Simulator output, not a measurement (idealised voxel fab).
process module | voxel wiring stack
cross-section cut | 300 nm wide | cells 5 nm
A cross-section is a grid of square cells, given in bands from the top down. A band is one or more rows of cells.
Each band's line starts with the height of the band's top and of its bottom, in nm. Then come its materials from left to right, each with its width in nm. One material with "throughout" fills the band from edge to edge. "air" is empty space.
Height 0 is the level under which the wafer as received is all one material. The lowest band goes on downwards, as in "0 down".
A width such as "30 to 40" changes by the same amount from each row of cells to the next, from the band's top row to its bottom row.
"no change" after a step means that no cell of the cross-section changed.
closed voids: empty space of 8 cells or more with no open way to the top, each as width x height at its distance from the left edge, in nm
after a step's settings: what the simulator itself notes on the step
overlay nm, on a step with a mask: how far to the right of its planned place the mask lay; to the left if negative
plan
1 op RECEIVE | material Si
2 op CONFORMAL_DEP | material SiO2 | thk nm 15
3 op DIRECTIONAL_DEP | material TiN | thk nm 5
4 op DIRECTIONAL_DEP | material Ru | thk nm 25
5 op PATTERN | tone cover | mask id METAL_1 | material resist | width nm 30 | pitch nm 45 | thk nm 20 | overlay nm 0
6 op DIRECTIONAL_ETCH | etch materials Ru | depth nm 25
7 op DIRECTIONAL_ETCH | etch materials TiN | depth nm 5
8 op STRIP | etch materials resist
9 op CONFORMAL_DEP | material SiN | thk nm 5
10 op FILL_DEP | material lowk | thk nm 10
11 op CMP | height nm 45
12 op CONFORMAL_DEP | material SiCN | thk nm 5
13 op DIRECTIONAL_DEP | material lowk | thk nm 30
14 op MASKED_ETCH | tone open | mask id METAL_2_HOLES | width nm 15 | pitch nm 45 | etch materials lowk | depth nm 30 | overlay nm 0
15 op MASKED_ETCH | tone open | mask id METAL_2 | width nm 30 | pitch nm 45 | etch materials lowk | depth nm 15 | overlay nm 0
16 op MASKED_ETCH | tone open | mask id METAL_2 | width nm 30 | pitch nm 45 | etch materials SiCN | depth nm 5 | overlay nm 0
17 op CONFORMAL_DEP | material TiN | thk nm 5
18 op FILL_DEP | material Cu | thk nm 10
19 op CMP | height nm 80
20 op CONFORMAL_DEP | material SiCN | thk nm 5
21 op DIRECTIONAL_DEP | material SiO2 | thk nm 30
22 op PATTERN | tone open | mask id METAL_3 | material resist | width nm 30 | pitch nm 45 | thk nm 20 | overlay nm 0
23 op DIRECTIONAL_ETCH | etch materials SiO2 | depth nm 15
24 op STRIP | etch materials resist
25 op MASKED_ETCH | tone open | mask id METAL_3_HOLES | width nm 15 | pitch nm 45 | etch materials SiO2 | depth nm 15 | overlay nm 0
26 op MASKED_ETCH | tone open | mask id METAL_3_HOLES | width nm 15 | pitch nm 45 | etch materials SiCN | depth nm 5 | overlay nm 0
27 op CONFORMAL_DEP | material TiN | thk nm 5
28 op FILL_DEP | material Cu | thk nm 10
29 op CMP | height nm 115
30 op CONFORMAL_DEP | material SiN | thk nm 5
as received, after step 1
  0 down: Si throughout
  closed voids: none
first wafer at the end, as planned
  120 to 115: SiN throughout
  115 to 105: SiO2 65 | TiN 5 | Cu 20 | TiN 5 | SiO2 15 | TiN 5 | Cu 20 | TiN 5 | SiO2 15 | TiN 5 | Cu 20 | TiN 5 | SiO2 15 | TiN 5 | Cu 20 | TiN 5 | SiO2 70
  105 to 100: SiO2 65 | TiN 5 | Cu 5 | TiN 20 | SiO2 15 | TiN 5 | Cu 5 | TiN 20 | SiO2 15 | TiN 5 | Cu 5 | TiN 20 | SiO2 15 | TiN 5 | Cu 5 | TiN 20 | SiO2 70
  100 to 85: SiO2 65 | TiN 5 | Cu 5 | TiN 5 | SiO2 30 | TiN 5 | Cu 5 | TiN 5 | SiO2 30 | TiN 5 | Cu 5 | TiN 5 | SiO2 30 | TiN 5 | Cu 5 | TiN 5 | SiO2 85
  85 to 80: SiCN 65 | TiN 15 | SiCN 30 | TiN 15 | SiCN 30 | TiN 15 | SiCN 30 | TiN 15 | SiCN 85
  80 to 70: lowk 65 | TiN 5 | Cu 20 | TiN 5 | lowk 15 | TiN 5 | Cu 20 | TiN 5 | lowk 15 | TiN 5 | Cu 20 | TiN 5 | lowk 15 | TiN 5 | Cu 20 | TiN 5 | lowk 70
  70 to 65: lowk 65 | TiN 5 | Cu 5 | TiN 20 | lowk 15 | TiN 5 | Cu 5 | TiN 20 | lowk 15 | TiN 5 | Cu 5 | TiN 20 | lowk 15 | TiN 5 | Cu 5 | TiN 20 | lowk 70
  65 to 50: lowk 65 | TiN 5 | Cu 5 | TiN 5 | lowk 30 | TiN 5 | Cu 5 | TiN 5 | lowk 30 | TiN 5 | Cu 5 | TiN 5 | lowk 30 | TiN 5 | Cu 5 | TiN 5 | lowk 85
  50 to 45: SiCN 65 | TiN 15 | SiCN 30 | TiN 15 | SiCN 30 | TiN 15 | SiCN 30 | TiN 15 | SiCN 85
  45 to 20: lowk 60 | SiN 5 | Ru 30 | SiN 5 | lowk 5 | SiN 5 | Ru 30 | SiN 5 | lowk 5 | SiN 5 | Ru 30 | SiN 5 | lowk 5 | SiN 5 | Ru 30 | SiN 5 | lowk 65
  20 to 15: SiN 65 | TiN 30 | SiN 15 | TiN 30 | SiN 15 | TiN 30 | SiN 15 | TiN 30 | SiN 70
  15 to 0: SiO2 throughout
  0 down: Si throughout
  closed voids: none
second wafer at the end: like start, like plan, one mistake
  120 to 115: SiN throughout
  115 to 105: SiO2 65 | TiN 5 | Cu 20 | TiN 5 | SiO2 15 | TiN 5 | Cu 20 | TiN 5 | SiO2 15 | TiN 5 | Cu 20 | TiN 5 | SiO2 15 | TiN 5 | Cu 20 | TiN 5 | SiO2 70
  105 to 100: SiO2 65 | TiN 5 | Cu 5 | TiN 20 | SiO2 15 | TiN 5 | Cu 5 | TiN 20 | SiO2 15 | TiN 5 | Cu 5 | TiN 20 | SiO2 15 | TiN 5 | Cu 5 | TiN 20 | SiO2 70
  100 to 85: SiO2 65 | TiN 5 | Cu 5 | TiN 5 | SiO2 30 | TiN 5 | Cu 5 | TiN 5 | SiO2 30 | TiN 5 | Cu 5 | TiN 5 | SiO2 30 | TiN 5 | Cu 5 | TiN 5 | SiO2 85
  85 to 80: SiCN 65 | TiN 15 | SiCN 30 | TiN 15 | SiCN 30 | TiN 15 | SiCN 30 | TiN 15 | SiCN 85
  80 to 70: lowk 65 | TiN 5 | Cu 20 | TiN 5 | lowk 15 | TiN 5 | Cu 20 | TiN 5 | lowk 15 | TiN 5 | Cu 20 | TiN 5 | lowk 15 | TiN 5 | Cu 20 | TiN 5 | lowk 70
  70 to 65: lowk 65 | TiN 5 | Cu 5 | TiN 20 | lowk 15 | TiN 5 | Cu 5 | TiN 20 | lowk 15 | TiN 5 | Cu 5 | TiN 20 | lowk 15 | TiN 5 | Cu 5 | TiN 20 | lowk 70
  65 to 50: lowk 65 | TiN 5 | Cu 5 | TiN 5 | lowk 30 | TiN 5 | Cu 5 | TiN 5 | lowk 30 | TiN 5 | Cu 5 | TiN 5 | lowk 30 | TiN 5 | Cu 5 | TiN 5 | lowk 85
  50 to 45: SiCN 65 | TiN 15 | SiCN 30 | TiN 15 | SiCN 30 | TiN 15 | SiCN 30 | TiN 15 | SiCN 85
  45 to 25: lowk 60 | SiN 5 | Ru 30 | SiN 5 | lowk 5 | SiN 5 | Ru 30 | SiN 5 | lowk 5 | SiN 5 | Ru 30 | SiN 5 | lowk 5 | SiN 5 | Ru 30 | SiN 5 | lowk 65
  25 to 20: SiN 65 | Ru 30 | SiN 15 | Ru 30 | SiN 15 | Ru 30 | SiN 15 | Ru 30 | SiN 70
  20 to 5: SiO2 throughout
  5 to 0: TiN throughout
  0 down: Si throughout
  closed voids: none
what went wrong: steps 2 and 3 were swapped
at the end the second wafer has, in cells: 8 fewer of SiN | 36 more of TiN | 28 fewer of lowk
